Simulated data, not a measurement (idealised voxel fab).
This is a process module. Its name is voxel wiring stack.
Shown is cross-section cut, with a width of 265 nm and square cells of size 5 nm.
Cross-section format: a grid of square cells, given as bands from top to bottom; each band is one or more rows of cells.
Within each band entry, the heights of the top and of the bottom of the band appear first, in that order and in nm; the materials of the band then follow from left to right, each with its corresponding width in nm. The designation "full width" on a single material indicates that it fills the band from edge to edge; the designation "empty" indicates empty space.
Where do heights start? At 0: under that level the wafer as delivered is made of one material only. And the lowest band has no floor; it just carries on downward, as in "from 0 down".
The expression "30->40" gives the width at the extremes of the band, the first number at its top row of cells and the second at its bottom row, with the width changing by equal amounts from each row to the next in between.
Basically "everything unchanged" means that step didn't change any cell in the cross-section.
Empty spaces counting at least 8 cells and having no open way to the top are listed in "Closed void list". The notation width x height at distance is used for each, the distance being from the left edge and all three values in nm.
Text after the settings on a step's line: the simulator's own remark on that step.
"overlay nm", when on a step's line for a step with a mask, measures how far to the right of its planned place the mask lay; a negative measure means to the left.

The steps planned for the process are as follows
- 1: op RECEIVE | material Si
- 2: op CONFORMAL_DEP | material SiO2 | thk nm 10
- 3: op CONFORMAL_DEP | material SiCN | thk nm 5
- 4: op DIRECTIONAL_DEP | material lowk | thk nm 20
- 5: op DIRECTIONAL_DEP | material aC | thk nm 15
- 6: op PATTERN | tone open | mask id METAL_1 | material resist | width nm 20 | pitch nm 45 | thk nm 35 | overlay nm 0
- 7: op DIRECTIONAL_ETCH | etch materials aC | depth nm 15
- 8: op STRIP | etch materials resist
- 9: op DIRECTIONAL_ETCH | etch materials lowk | depth nm 20
- 10: op DIRECTIONAL_ETCH | etch materials SiCN | depth nm 5
- 11: op STRIP | etch materials aC
- 12: op CONFORMAL_DEP | material TiN | thk nm 5
- 13: op FILL_DEP | material Cu | thk nm 10
- 14: op CMP | height nm 35
- 15: op EPI | material Ru | thk nm 5
- 16: op FILL_DEP | material SiCN | thk nm 5
- 17: op DIRECTIONAL_DEP | material lowk | thk nm 10
- 18: op MASKED_ETCH | tone open | mask id PLUG_1 | width nm 15 | pitch nm 45 | etch materials lowk | depth nm 10 | overlay nm 0
- 19: op MASKED_ETCH | tone open | mask id PLUG_1 | width nm 15 | pitch nm 45 | etch materials SiCN | depth nm 5 | overlay nm 0
- 20: op CONFORMAL_DEP | material TiN | thk nm 5
- 21: op FILL_DEP | material Cu | thk nm 5
- 22: op CMP | height nm 55
- 23: op CONFORMAL_DEP | material SiCN | thk nm 5
- 24: op DIRECTIONAL_DEP | material lowk | thk nm 25
- 25: op MASKED_ETCH | tone open | mask id METAL_2 | width nm 20 | pitch nm 45 | etch materials lowk | depth nm 25 | overlay nm 0
- 26: op MASKED_ETCH | tone open | mask id METAL_2 | width nm 20 | pitch nm 45 | etch materials SiCN | depth nm 5 | overlay nm 0
- 27: op CONFORMAL_DEP | material TiN | thk nm 5
- 28: op FILL_DEP | material Cu | thk nm 10
- 29: op CMP | height nm 85
- 30: op CONFORMAL_DEP | material SiCN | thk nm 5
- 31: op DIRECTIONAL_DEP | material lowk | thk nm 10
- 32: op PATTERN | tone open | mask id PLUG_2 | material resist | width nm 15 | pitch nm 45 | thk nm 20 | overlay nm 0
- 33: op DIRECTIONAL_ETCH | etch materials lowk | depth nm 10
- 34: op DIRECTIONAL_ETCH | etch materials SiCN | depth nm 5
- 35: op STRIP | etch materials resist
- 36: op CONFORMAL_DEP | material TiN | thk nm 5
- 37: op FILL_DEP | material W | thk nm 10
- 38: op CMP | height nm 100
- 39: op DIRECTIONAL_DEP | material TiN | thk nm 5
- 40: op DIRECTIONAL_DEP | material Ru | thk nm 20
- 41: op MASKED_ETCH | tone cover | mask id METAL_3 | width nm 20 | pitch nm 45 | etch materials Ru | depth nm 20 | overlay nm 0
- 42: op MASKED_ETCH | tone cover | mask id METAL_3 | width nm 20 | pitch nm 45 | etch materials TiN | depth nm 5 | overlay nm 0
- 43: op CONFORMAL_DEP | material SiN | thk nm 5
- 44: op FILL_DEP | material lowk | thk nm 5
- 45: op CMP | height nm 125
- 46: op CONFORMAL_DEP | material SiCN | thk nm 5
- 47: op DIRECTIONAL_DEP | material lowk | thk nm 20
- 48: op DIRECTIONAL_DEP | material aC | thk nm 15
- 49: op PATTERN | tone open | mask id PLUG_3 | material resist | width nm 15 | thk nm 30 | overlay nm 0
- 50: op DIRECTIONAL_ETCH | etch materials aC | depth nm 15
- 51: op STRIP | etch materials resist
- 52: op DIRECTIONAL_ETCH | etch materials lowk | depth nm 20
- 53: op DIRECTIONAL_ETCH | etch materials SiCN | depth nm 5
- 54: op STRIP | etch materials aC
- 55: op CONFORMAL_DEP | material TiN | thk nm 5
- 56: op FILL_DEP | material W | thk nm 10
- 57: op CMP | height nm 150
- 58: op CONFORMAL_DEP | material SiN | thk nm 5
- 59: op DIRECTIONAL_DEP | material lowk | thk nm 15
- 60: op PATTERN | tone open | mask id METAL_4 | material resist | width nm 20 | pitch nm 45 | thk nm 15 | overlay nm 0
- 61: op DIRECTIONAL_ETCH | etch materials lowk | depth nm 15
- 62: op DIRECTIONAL_ETCH | etch materials SiN | depth nm 5
- 63: op STRIP | etch materials resist
- 64: op CONFORMAL_DEP | material TiN | thk nm 5
- 65: op FILL_DEP | material Cu | thk nm 10
- 66: op CMP | height nm 170
- 67: op CONFORMAL_DEP | material SiCN | thk nm 5

As-received state of the wafer in cross-section, equivalent to post-step 1
- from 0 down: Si full width
- Closed void list: none

The cross-section shown corresponds to the wafer at the conclusion of the module. The initial structure and the process plan are those presented above; however, one mistake occurred in executing the plan
- from 175 to 170: SiCN full width
- from 170 to 155: lowk 100 nm / TiN 5 nm / Cu 10 nm / TiN 5 nm / lowk 25 nm / TiN 5 nm / Cu 10 nm / TiN 5 nm / lowk 100 nm
- from 155 to 150: SiN 100 nm / TiN 20 nm / SiN 25 nm / TiN 20 nm / SiN 100 nm
- from 150 to 130: lowk 90 nm / TiN 5 nm / W 5 nm / TiN 5 nm / lowk 160 nm
- from 130 to 125: SiCN 90 nm / TiN 15 nm / SiCN 160 nm
- from 125 to 105: lowk 95 nm / SiN 5 nm / Ru 20 nm / SiN 5 nm / lowk 15 nm / SiN 5 nm / Ru 20 nm / SiN 5 nm / lowk 95 nm
- from 105 to 100: SiN 100 nm / TiN 20 nm / SiN 25 nm / TiN 20 nm / SiN 100 nm
- from 100 to 90: lowk 100 nm / TiN 5 nm / W 5 nm / TiN 5 nm / lowk 30 nm / TiN 5 nm / W 5 nm / TiN 5 nm / lowk 105 nm
- from 90 to 85: SiCN 100 nm / TiN 15 nm / SiCN 30 nm / TiN 15 nm / SiCN 105 nm
- from 85 to 60: lowk 100 nm / TiN 5 nm / Cu 10 nm / TiN 5 nm / lowk 25 nm / TiN 5 nm / Cu 10 nm / TiN 5 nm / lowk 100 nm
- from 60 to 55: SiCN 100 nm / TiN 20 nm / SiCN 25 nm / TiN 20 nm / SiCN 100 nm
- from 55 to 45: lowk 100 nm / TiN 5 nm / Cu 5 nm / TiN 5 nm / lowk 30 nm / TiN 5 nm / Cu 5 nm / TiN 5 nm / lowk 105 nm
- from 45 to 40: SiCN 100 nm / TiN 15 nm / SiCN 30 nm / TiN 15 nm / SiCN 105 nm
- from 40 to 35: SiCN 95 nm / Ru 30 nm / SiCN 15 nm / Ru 30 nm / SiCN 95 nm
- from 35 to 15: lowk 100 nm / TiN 5 nm / Cu 10 nm / TiN 5 nm / lowk 25 nm / TiN 5 nm / Cu 10 nm / TiN 5 nm / lowk 100 nm
- from 15 to 10: SiCN 100 nm / TiN 20 nm / SiCN 25 nm / TiN 20 nm / SiCN 100 nm
- from 10 to 0: SiO2 full width
- from 0 down: Si full width
- Closed void list: none
What was the processing mistake? step 49 was run on a setting that differed from the plan, and what really ran there is op PATTERN | tone open | mask id PLUG_3 | material resist | width nm 15 | thk nm 30 | overlay nm -10
